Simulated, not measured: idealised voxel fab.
process module | voxel self aligned contacts
cross-section cut | 235 nm wide | cells 5 nm
A cross-section is a grid of square cells, given in bands from the top down. A band is one or more rows of cells.
Each band's line starts with the height of the band's top and of its bottom, in nm. Then come its materials from left to right, each with its width in nm. One material with "throughout" fills the band from edge to edge. "air" is empty space.
Height 0 is the level under which the wafer as received is all one material. The lowest band goes on downwards, as in "0 down".
A width such as "30 to 40" changes by the same amount from each row of cells to the next, from the band's top row to its bottom row.
"no change" after a step means that no cell of the cross-section changed.
closed voids: empty space of 8 cells or more with no open way to the top, each as width x height at its distance from the left edge, in nm
after a step's settings: what the simulator itself notes on the step
overlay nm, on a step with a mask: how far to the right of its planned place the mask lay; to the left if negative
plan
1 op RECEIVE | material Si
2 op CONFORMAL_DEP | material SiO2 | thk nm 5
3 op DIRECTIONAL_DEP | material polySi | thk nm 25
4 op DIRECTIONAL_DEP | material SiN | thk nm 20
5 op DIRECTIONAL_DEP | material aC | thk nm 15
6 op PATTERN | tone cover | mask id GATE | material resist | width nm 25 | pitch nm 60 | thk nm 30 | overlay nm 0
7 op DIRECTIONAL_ETCH | etch materials aC | depth nm 15
8 op STRIP | etch materials resist
9 op DIRECTIONAL_ETCH | etch materials SiN | depth nm 20
10 op DIRECTIONAL_ETCH | etch materials polySi | depth nm 30
11 op STRIP | etch materials aC
12 op CONFORMAL_DEP | material SiN | thk nm 10
13 op DIRECTIONAL_ETCH | etch materials SiN | depth nm 10
14 op FILL_DEP | material SiO2 | thk nm 15
15 op CMP | height nm 65
16 op MASKED_ETCH | tone open | mask id CONTACT | width nm 45 | pitch nm 60 | etch materials SiO2 | depth nm 65 | overlay nm 0
17 op CONFORMAL_DEP | material TiN | thk nm 5
18 op FILL_DEP | material W | thk nm 5
19 op CMP | height nm 65
20 op CONFORMAL_DEP | material SiN | thk nm 5
varied across the wafers: thk nm of step 3. The plan shows the first wafer's value. All wafers start alike
first wafer as received, after step 1
  0 down: Si throughout
  closed voids: none
first wafer at the end, after step 20
  70 to 65: SiN throughout
  65 to 55: SiO2 65 | TiN 5 | W 35 | TiN 5 | SiO2 15 | TiN 5 | W 35 | TiN 5 | SiO2 65
  55 to 50: SiO2 65 | TiN 20 | W 5 | TiN 20 | SiO2 15 | TiN 20 | W 5 | TiN 20 | SiO2 65
  50 to 30: SiO2 35 | SiN 45 | TiN 5 | W 5 | TiN 5 | SiN 45 | TiN 5 | W 5 | TiN 5 | SiN 45 | SiO2 35
  30 to 5: SiO2 35 | SiN 10 | polySi 25 | SiN 10 | TiN 5 | W 5 | TiN 5 | SiN 10 | polySi 25 | SiN 10 | TiN 5 | W 5 | TiN 5 | SiN 10 | polySi 25 | SiN 10 | SiO2 35
  5 to 0: SiO2 80 | TiN 15 | SiO2 45 | TiN 15 | SiO2 80
  0 down: Si throughout
  closed voids: none
last wafer at the end
  70 to 65: SiN throughout
  65 to 50: SiO2 35 | SiN 45 | TiN 5 | W 5 | TiN 5 | SiN 45 | TiN 5 | W 5 | TiN 5 | SiN 45 | SiO2 35
  50 to 25: SiO2 35 | SiN 10 | polySi 25 | SiN 10 | TiN 5 | W 5 | TiN 5 | SiN 10 | polySi 25 | SiN 10 | TiN 5 | W 5 | TiN 5 | SiN 10 | polySi 25 | SiN 10 | SiO2 35
  25 to 20: SiO2 35 | SiN 10 | polySi 25 | SiN 10 | TiN 15 | SiN 10 | polySi 25 | SiN 10 | TiN 15 | SiN 10 | polySi 25 | SiN 10 | SiO2 35
  20 to 5: polySi throughout
  5 to 0: SiO2 throughout
  0 down: Si throughout
  closed voids: none
each wafer at the end: cells of each material gained (+) or lost (-) since it was received, then its closed voids
thk nm 25 | +215 SiN | +254 SiO2 | +66 TiN | +48 W | +75 polySi | closed voids: none
thk nm 30 | +227 SiN | +239 SiO2 | +66 TiN | +36 W | +90 polySi | closed voids: none
thk nm 35 | +227 SiN | +216 SiO2 | +58 TiN | +20 W | +137 polySi | closed voids: none
thk nm 40 | +227 SiN | +187 SiO2 | +42 TiN | +18 W | +184 polySi | closed voids: none
thk nm 45 | +200 SiN | +173 SiO2 | +38 TiN | +16 W | +231 polySi | closed voids: none
